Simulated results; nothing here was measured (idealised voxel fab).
process module | voxel ribs on slabs
cross-section cut | 300 nm wide | cells 5 nm
A cross-section is a grid of square cells, given in bands from the top down. A band is one or more rows of cells.
Each band's line starts with the height of the band's top and of its bottom, in nm. Then come its materials from left to right, each with its width in nm. One material with "throughout" fills the band from edge to edge. "air" is empty space.
Height 0 is the level under which the wafer as received is all one material. The lowest band goes on downwards, as in "0 down".
A width such as "30 to 40" changes by the same amount from each row of cells to the next, from the band's top row to its bottom row.
"no change" after a step means that no cell of the cross-section changed.
closed voids: empty space of 8 cells or more with no open way to the top, each as width x height at its distance from the left edge, in nm
after a step's settings: what the simulator itself notes on the step
overlay nm, on a step with a mask: how far to the right of its planned place the mask lay; to the left if negative
plan
1 op RECEIVE | material Si
2 op DIRECTIONAL_DEP | material SiO2 | thk nm 30
3 op DIRECTIONAL_DEP | material SiN | thk nm 25
4 op MASKED_ETCH | tone cover | mask id RIB | width nm 20 | etch materials SiN | depth nm 20 | overlay nm 0
5 op MASKED_ETCH | tone cover | mask id SLAB | width nm 60 | etch materials SiN | depth nm 5 | overlay nm 0
6 op FILL_DEP | material SiO2 | thk nm 25
7 op CMP | height nm 75
8 op DIRECTIONAL_DEP | material W | thk nm 5
9 op MASKED_ETCH | tone cover | mask id HEATER | width nm 30 | etch materials W | depth nm 5 | overlay nm 0
10 op CONFORMAL_DEP | material SiO2 | thk nm 5
as received, after step 1
  0 down: Si throughout
  closed voids: none
a wafer at the end: this start, this plan, one mistake
  85 to 80: air 130 | SiO2 40 | air 130
  80 to 75: SiO2 135 | W 30 | SiO2 135
  75 to 65: SiO2 140 | SiN 20 | SiO2 140
  65 to 60: SiO2 120 | SiN 60 | SiO2 120
  60 to 0: SiO2 throughout
  0 down: Si throughout
  closed voids: none
what went wrong: step 2 was run twice
